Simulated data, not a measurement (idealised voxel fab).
Module name: voxel tone inversion (process module)
This is section cut - it's 280 nm across, gridded in 5 nm square cells.
For the purposes of this document, a cross-section shall be understood as a grid of square cells, specified as bands listed in top-to-bottom order, each band consisting of one or more rows of cells.
Quick guide to a band line: top height, bottom height (nm) up front; then every material left to right with its width in nm. Only one material and it's marked "all across"? Then it fills the band edge to edge. And "empty" just means empty space.
Heights are expressed relative to 0, this being the level below which the as-received wafer comprises one material exclusively. The lowest band is unbounded in the downward direction and is denoted as in "0 nm and below".
Graded width ("30->40"): value in top row of band = first number; value in bottom row = second number; row-to-row change constant.
"remained the same" means the step left every cell of the cross-section as it was.
Heads up: "Enclosed void entries" only lists the empty pockets with no open path to the top that are 8 cells or more, and it writes them as width x height at distance, distance from the left edge, in nm.
after a step's settings: what the simulator itself notes on the step
"overlay nm", when on a step's line for a step with a mask, measures how far to the right of its planned place the mask lay; a negative measure means to the left.

# Set out below are the planned steps of the process
1. RECEIVE: material Si
2. CONFORMAL_DEP: material SiCN, thk nm 10
3. DIRECTIONAL_DEP: material aC, thk nm 15
4. PATTERN: tone cover, mask id POSTS, material resist, width nm 15, pitch nm 40, thk nm 25, overlay nm 0
5. DIRECTIONAL_ETCH: etch materials aC, depth nm 15
6. STRIP: etch materials resist
7. FILL_DEP: material SiO2, thk nm 5
8. CMP: height nm 25
9. STRIP: etch materials aC
10. CONFORMAL_DEP: material TiN, thk nm 5
11. FILL_DEP: material Ru, thk nm 10
12. CMP: height nm 25
13. CONFORMAL_DEP: material SiN, thk nm 5
Heads up: all these wafers start the same, and what changes between them is the width nm in step 4. The value you see in the plan is just what the first wafer got.

# This is how the first of several wafers looked in cross-section when it arrived, which is after step 1
	0 nm and below = Si all across
	Enclosed void entries: none

# Below, a row for every wafer. Read it as the end-of-module picture: for each material the wafer shows its cells gained (+) or lost (-) since it was received, and then its closed voids
width nm 15; +8 Ru; +112 SiCN; +56 SiN; +132 SiO2; +28 TiN; Enclosed void entries: none
width nm 20; +16 Ru; +112 SiCN; +56 SiN; +120 SiO2; +32 TiN; Enclosed void entries: none
width nm 25; +24 Ru; +112 SiCN; +56 SiN; +108 SiO2; +36 TiN; Enclosed void entries: none
